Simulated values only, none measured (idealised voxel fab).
process module | voxel air gaps
cross-section cut | 255 nm wide | cells 5 nm
A cross-section is a grid of square cells, given in bands from the top down. A band is one or more rows of cells.
Each band's line starts with the height of the band's top and of its bottom, in nm. Then come its materials from left to right, each with its width in nm. One material with "throughout" fills the band from edge to edge. "air" is empty space.
Height 0 is the level under which the wafer as received is all one material. The lowest band goes on downwards, as in "0 down".
A width such as "30 to 40" changes by the same amount from each row of cells to the next, from the band's top row to its bottom row.
"no change" after a step means that no cell of the cross-section changed.
closed voids: empty space of 8 cells or more with no open way to the top, each as width x height at its distance from the left edge, in nm
after a step's settings: what the simulator itself notes on the step
overlay nm, on a step with a mask: how far to the right of its planned place the mask lay; to the left if negative
plan
1 op RECEIVE | material Si
2 op CONFORMAL_DEP | material SiO2 | thk nm 15
3 op CONFORMAL_DEP | material SiN | thk nm 5
4 op DIRECTIONAL_DEP | material SiO2 | thk nm 35
5 op MASKED_ETCH | tone open | mask id LINES | width nm 15 | pitch nm 45 | etch materials SiO2 | depth nm 35 | overlay nm 0
6 op CONFORMAL_DEP | material TiN | thk nm 5
7 op FILL_DEP | material W | thk nm 10
8 op CMP | height nm 55
9 op EPI | material Ru | thk nm 10
10 op SELECTIVE_ETCH | etch materials SiO2 | depth nm 45
11 op CONFORMAL_DEP | material SiN | thk nm 5
first wafer, as planned
as received, after step 1
  0 down: Si throughout
  closed voids: none
after step 2
  15 to 0: SiO2 throughout
  below 0: unchanged
after step 3
  20 to 15: SiN throughout
  below 15: unchanged
after step 4
  55 to 20: SiO2 throughout
  below 20: unchanged
after step 5
  55 to 20: SiO2 50 | air 15 | SiO2 30 | air 15 | SiO2 30 | air 15 | SiO2 30 | air 15 | SiO2 55
  below 20: unchanged
after step 6
  60 to 55: TiN 55 | air 5 | TiN 40 | air 5 | TiN 40 | air 5 | TiN 40 | air 5 | TiN 60
  55 to 25: SiO2 50 | TiN 5 | air 5 | TiN 5 | SiO2 30 | TiN 5 | air 5 | TiN 5 | SiO2 30 | TiN 5 | air 5 | TiN 5 | SiO2 30 | TiN 5 | air 5 | TiN 5 | SiO2 55
  25 to 20: SiO2 50 | TiN 15 | SiO2 30 | TiN 15 | SiO2 30 | TiN 15 | SiO2 30 | TiN 15 | SiO2 55
  below 20: unchanged
after step 7
  70 to 60: W throughout
  60 to 55: TiN 55 | W 5 | TiN 40 | W 5 | TiN 40 | W 5 | TiN 40 | W 5 | TiN 60
  55 to 25: SiO2 50 | TiN 5 | W 5 | TiN 5 | SiO2 30 | TiN 5 | W 5 | TiN 5 | SiO2 30 | TiN 5 | W 5 | TiN 5 | SiO2 30 | TiN 5 | W 5 | TiN 5 | SiO2 55
  below 25: unchanged
after step 8
  55 to 25: SiO2 50 | TiN 5 | W 5 | TiN 5 | SiO2 30 | TiN 5 | W 5 | TiN 5 | SiO2 30 | TiN 5 | W 5 | TiN 5 | SiO2 30 | TiN 5 | W 5 | TiN 5 | SiO2 55
  below 25: unchanged
after step 9
  65 to 55: air 40 | Ru 35 | air 10 | Ru 35 | air 10 | Ru 35 | air 10 | Ru 35 | air 45
  below 55: unchanged
after step 10
  65 to 55: air 40 | Ru 35 | air 10 | Ru 35 | air 10 | Ru 35 | air 10 | Ru 35 | air 45
  55 to 25: air 50 | TiN 5 | W 5 | TiN 5 | air 30 | TiN 5 | W 5 | TiN 5 | air 30 | TiN 5 | W 5 | TiN 5 | air 30 | TiN 5 | W 5 | TiN 5 | air 55
  25 to 20: air 50 | TiN 15 | air 30 | TiN 15 | air 30 | TiN 15 | air 30 | TiN 15 | air 55
  below 20: unchanged
after step 11
  70 to 65: air 35 | SiN 180 | air 40
  65 to 55: air 35 | SiN 5 | Ru 35 | SiN 10 | Ru 35 | SiN 10 | Ru 35 | SiN 10 | Ru 35 | SiN 5 | air 40
  55 to 50: air 35 | SiN 15 | TiN 5 | W 5 | TiN 5 | SiN 30 | TiN 5 | W 5 | TiN 5 | SiN 30 | TiN 5 | W 5 | TiN 5 | SiN 30 | TiN 5 | W 5 | TiN 5 | SiN 15 | air 40
  50 to 25: air 45 | SiN 5 | TiN 5 | W 5 | TiN 5 | SiN 5 | air 20 | SiN 5 | TiN 5 | W 5 | TiN 5 | SiN 5 | air 20 | SiN 5 | TiN 5 | W 5 | TiN 5 | SiN 5 | air 20 | SiN 5 | TiN 5 | W 5 | TiN 5 | SiN 5 | air 50
  25 to 20: SiN 50 | TiN 15 | SiN 30 | TiN 15 | SiN 30 | TiN 15 | SiN 30 | TiN 15 | SiN 55
  below 20: unchanged
  closed voids: 20 x 25 at 70; 20 x 25 at 115; 20 x 25 at 160
second wafer: like start, like plan, one mistake. Through step 10 it matches the first wafer
when step 11 should have ended
  70 to 55: air 35 | Ru 180 | air 40
  55 to 50: air 35 | Ru 15 | TiN 5 | W 5 | TiN 5 | Ru 30 | TiN 5 | W 5 | TiN 5 | Ru 30 | TiN 5 | W 5 | TiN 5 | Ru 30 | TiN 5 | W 5 | TiN 5 | Ru 15 | air 40
  50 to 25: air 45 | Ru 5 | TiN 5 | W 5 | TiN 5 | Ru 5 | air 20 | Ru 5 | TiN 5 | W 5 | TiN 5 | Ru 5 | air 20 | Ru 5 | TiN 5 | W 5 | TiN 5 | Ru 5 | air 20 | Ru 5 | TiN 5 | W 5 | TiN 5 | Ru 5 | air 50
  25 to 20: Ru 50 | TiN 15 | Ru 30 | TiN 15 | Ru 30 | TiN 15 | Ru 30 | TiN 15 | Ru 55
  below 20: unchanged
  closed voids: 20 x 25 at 70; 20 x 25 at 115; 20 x 25 at 160
what went wrong: step 11 ran as: op CONFORMAL_DEP | material Ru | thk nm 5
at the end the second wafer has, in cells: 155 more of Ru | 155 fewer of SiN
